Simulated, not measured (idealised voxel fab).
Herein follows the process module entitled voxel self aligned contacts.
In the cross-section labelled cut, the width is 200 nm and each square cell is 5 nm.
We lay out every cross-section as a grid of square cells and spell it out in bands from the top down, where one band means one or more rows of cells.
Band: top and bottom heights (nm) first, top before bottom; then materials from left to right, widths in nm. "full width" marks a sole material filling the band edge to edge. "air" denotes empty space.
Below 0: as-received wafer, all one material; heights counted from there. Lowest band: no bottom, goes on down, written "0 -> down".
Width: "30->40" (first number = top row, second number = bottom row, same change from row to row of cells).
Any step labelled "remains unaltered" changed none of the cells in the cross-section.
Under "Sealed internal voids" you'll find the enclosed gaps, the ones with no way out to the top, that are 8 cells or bigger; each reads width x height at distance, with distance counted from the left edge, everything in nm.
What comes after the settings on a step's line is commentary from the simulator itself on that step.
The setting "overlay nm" may be written on the line of a step. When the step uses a mask, the value reports how far to the right of the planned place the mask lay, and a negative value reports that it lay to the left.
# Planned process steps
| 1 | RECEIVE | material Si |
| 2 | CONFORMAL_DEP | material SiO2 | thk nm 5 |
| 3 | DIRECTIONAL_DEP | material polySi | thk nm 25 |
| 4 | DIRECTIONAL_DEP | material SiN | thk nm 20 |
| 5 | DIRECTIONAL_DEP | material aC | thk nm 15 |
| 6 | PATTERN | tone cover | mask id GATE | material resist | width nm 35 | pitch nm 70 | thk nm 35 | overlay nm 0 |
| 7 | DIRECTIONAL_ETCH | etch materials aC | depth nm 15 |
| 8 | STRIP | etch materials resist |
| 9 | DIRECTIONAL_ETCH | etch materials SiN | depth nm 20 |
| 10 | DIRECTIONAL_ETCH | etch materials polySi | depth nm 25 |
| 11 | STRIP | etch materials aC |
| 12 | CONFORMAL_DEP | material SiN | thk nm 10 |
| 13 | DIRECTIONAL_ETCH | etch materials SiN | depth nm 10 |
| 14 | FILL_DEP | material SiO2 | thk nm 10 |
| 15 | CMP | height nm 55 |
| 16 | PATTERN | tone open | mask id CONTACT | material resist | width nm 55 | thk nm 15 | overlay nm 0 |
| 17 | DIRECTIONAL_ETCH | etch materials SiO2 | depth nm 55 |
| 18 | STRIP | etch materials resist |
| 19 | CONFORMAL_DEP | material TiN | thk nm 5 |
| 20 | FILL_DEP | material W | thk nm 5 |
| 21 | CMP | height nm 55 |
| 22 | CONFORMAL_DEP | material SiN | thk nm 5 |
# As-received state of the wafer in cross-section, equivalent to post-step 1
* 0 -> down  Si full width
* Sealed internal voids: none
# First of two wafers, end-of-module section, run followed plan
* 60 -> 55  SiN full width
* 55 -> 50  SiO2 70  TiN 25  W 5  TiN 25  SiO2 75
* 50 -> 30  SiO2 35  SiN 55  TiN 5  W 5  TiN 5  SiN 55  SiO2 40
* 30 -> 5  SiO2 35  SiN 10  polySi 35  SiN 10  TiN 5  W 5  TiN 5  SiN 10  polySi 35  SiN 10  SiO2 40
* 5 -> 0  SiO2 90  TiN 15  SiO2 95
* 0 -> down  Si full width
* Sealed internal voids: none
# End of module, second wafer, cross-section. Started like the first, planned like the first, run with one mistake
* 60 -> 55  SiN full width
* 55 -> 50  SiO2 70  TiN 25  W 5  TiN 30  SiO2 70
* 50 -> 30  SiO2 35  SiN 55  TiN 5  W 5  TiN 5  SiN 55  SiO2 40
* 30 -> 5  SiO2 35  SiN 10  polySi 35  SiN 10  TiN 5  W 5  TiN 5  SiN 10  polySi 35  SiN 10  SiO2 40
* 5 -> 0  SiO2 90  TiN 15  SiO2 95
* 0 -> down  Si full width
* Sealed internal voids: none
Want to know what went wrong? so step 16 ended up running with a different setting than we planned, it ran as PATTERN | tone open | mask id CONTACT | material resist | width nm 60 | thk nm 15 | overlay nm 0
End check, counted in cells, second wafer has more or fewer of these materials than the first: -1 SiO2, +1 TiN
